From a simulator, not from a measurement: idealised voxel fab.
You're looking at the process module voxel double patterning.
Xsec cut, 235 nm wide, square cell size 5 nm.
A cross-section is written here as square cells arranged in a grid, and it is given in bands from the top down, each band taking up one or more rows of cells.
This entry defines a band. It first specifies the height of the band's top and the height of its bottom in nm, and then specifies the band's materials from left to right, stating each material with its width in nm. The word "everywhere" identifies a single material that fills the band from edge to edge, while the word "blank" identifies empty space.
Height is counted from the level 0, under which the received wafer is composed throughout of one material. The lowest of the bands is not closed at the bottom but continues downward, in the notation "0..down".
A two-number width, for instance "30 to 40", indicates that the width is equal to the first number in the top row of the band and to the second number in the bottom row, and that it changes by a constant amount per row of cells.
When a step is marked "nothing was modified", none of the cells in the cross-section changed during that step.
Empty spaces without an open route to the top, at least 8 cells in extent, make up the entry "Sealed voids"; each is given as width x height at distance, where the distance is measured from the left edge, and all are in nm.
Whatever follows a step's settings on its line is a remark the simulator itself makes about that step.
overlay nm: for a step with a mask, the amount by which the mask lay right of where it was planned; a negative amount means left of it.
# These are the steps we planned for the process
1. op RECEIVE | material Si
2. op CONFORMAL_DEP | material SiO2 | thk nm 10
3. op DIRECTIONAL_DEP | material W | thk nm 15
4. op DIRECTIONAL_DEP | material SiN | thk nm 10
5. op MASKED_ETCH | tone open | mask id FIRST | width nm 15 | pitch nm 50 | etch materials SiN | depth nm 10 | overlay nm 0
6. op DIRECTIONAL_DEP | material aC | thk nm 15
7. op PATTERN | tone open | mask id SECOND | material resist | width nm 15 | pitch nm 50 | thk nm 35 | overlay nm 0
8. op DIRECTIONAL_ETCH | etch materials aC | depth nm 15
9. op STRIP | etch materials resist
10. op DIRECTIONAL_ETCH | etch materials SiN | depth nm 10
11. op STRIP | etch materials aC
12. op DIRECTIONAL_ETCH | etch materials W | depth nm 15
13. op STRIP | etch materials SiN
# Step 1 complete: cross-section of the wafer as received
    0..down: Si everywhere
    Sealed voids: none
# The first of the two wafers as seen in cross-section once the module was finished; processing followed the plan
    25..10: W 60  blank 15  W 10  blank 15  W 10  blank 15  W 10  blank 15  W 10  blank 15  W 60
    10..0: SiO2 everywhere
    0..down: Si everywhere
    Sealed voids: none
# Wafer two, end of module, cross-section. Same start, same plan as wafer one. One mistake in the run
    25..10: W 60  blank 115  W 60
    10..0: SiO2 everywhere
    0..down: Si everywhere
    Sealed voids: none
Processing error: off-plan run, step 9, actual operation and settings op STRIP | etch materials SiN
It is noted that, at the conclusion of processing, the second wafer exhibits a higher or lower cell count for certain materials relative to the first: 24 fewer of W
